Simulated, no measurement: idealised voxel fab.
This is a process module. Its name is voxel local oxidation.
For reference, the cross-section in this document is cut, with width 240 nm and square cells of 5 nm.
For the purposes of this document, a cross-section shall be understood as a grid of square cells, specified as bands listed in top-to-bottom order, each band consisting of one or more rows of cells. Heads up on the band format: heights come first, top then bottom, in nm. After that it's the materials left to right, each with its width in nm. A single material flagged "edge to edge" fills the whole band edge to edge, and "air" means there's empty space there. For the purposes of this specification, 0 denotes the height below which the wafer in its as-received condition is composed wholly of one material, and the lowermost band, lacking a lower limit, extends downward without end, as expressed in "z 0 and below". A width given as "30 to 40" starts at the first number in the band's top row and ends at the second number in its bottom row, shifting by an equal amount at every step from row to row. "nothing changed" for a step: no cell of the cross-section changed in that step. Basically, "Fully closed voids" tells you about the enclosed voids: empty spaces with no open way to the top, 8 cells or bigger, each written width x height at distance, where distance is from the left edge, all in nm. If you see something after the settings on a step's line, that's the simulator's own remark about that step. "overlay nm" answers the question of how far to the right of plan the mask lay on a step that has a mask, and when it is negative the answer is to the left.

The planned process steps are enumerated hereunder:
step 1: RECEIVE: material Si
step 2: CONFORMAL_DEP: material SiO2, thk nm 5
step 3: CONFORMAL_DEP: material SiN, thk nm 10
step 4: DIRECTIONAL_DEP: material aC, thk nm 15
step 5: PATTERN: tone cover, mask id ACTIVE, material resist, width nm 90, thk nm 35, overlay nm 0
step 6: DIRECTIONAL_ETCH: etch materials aC, depth nm 15
step 7: STRIP: etch materials resist
step 8: DIRECTIONAL_ETCH: etch materials SiN, depth nm 10
step 9: STRIP: etch materials aC
step 10: SELECTIVE_ETCH: etch materials SiO2, depth nm 5
step 11: OXIDIZE: depth nm 15
step 12: STRIP: etch materials SiN

As received (post step 1): cross-section:
z 0 and below | Si edge to edge
Fully closed voids: none

First wafer of two, sectioned at end of module; run went per plan:
z 5 to 0 | 80 of air | 80 of SiO2 | 80 of air
z 0 to -15 | 95 of SiO2 | 50 of Si | 95 of SiO2
z -15 and below | Si edge to edge
Fully closed voids: none

Cross-section, wafer two of two, end of module: same start and plan as wafer one, one error in execution:
z 5 to 0 | 75 of air | 90 of SiO2 | 75 of air
z 0 to -15 | 90 of SiO2 | 60 of Si | 90 of SiO2
z -15 and below | Si edge to edge
Fully closed voids: none
Misprocessing identified: step 5 did not happen as planned, as run it was PATTERN: tone cover, mask id ACTIVE, material resist, width nm 100, thk nm 35, overlay nm 0
at the end the second wafer has, in cells: +6 Si, -4 SiO2
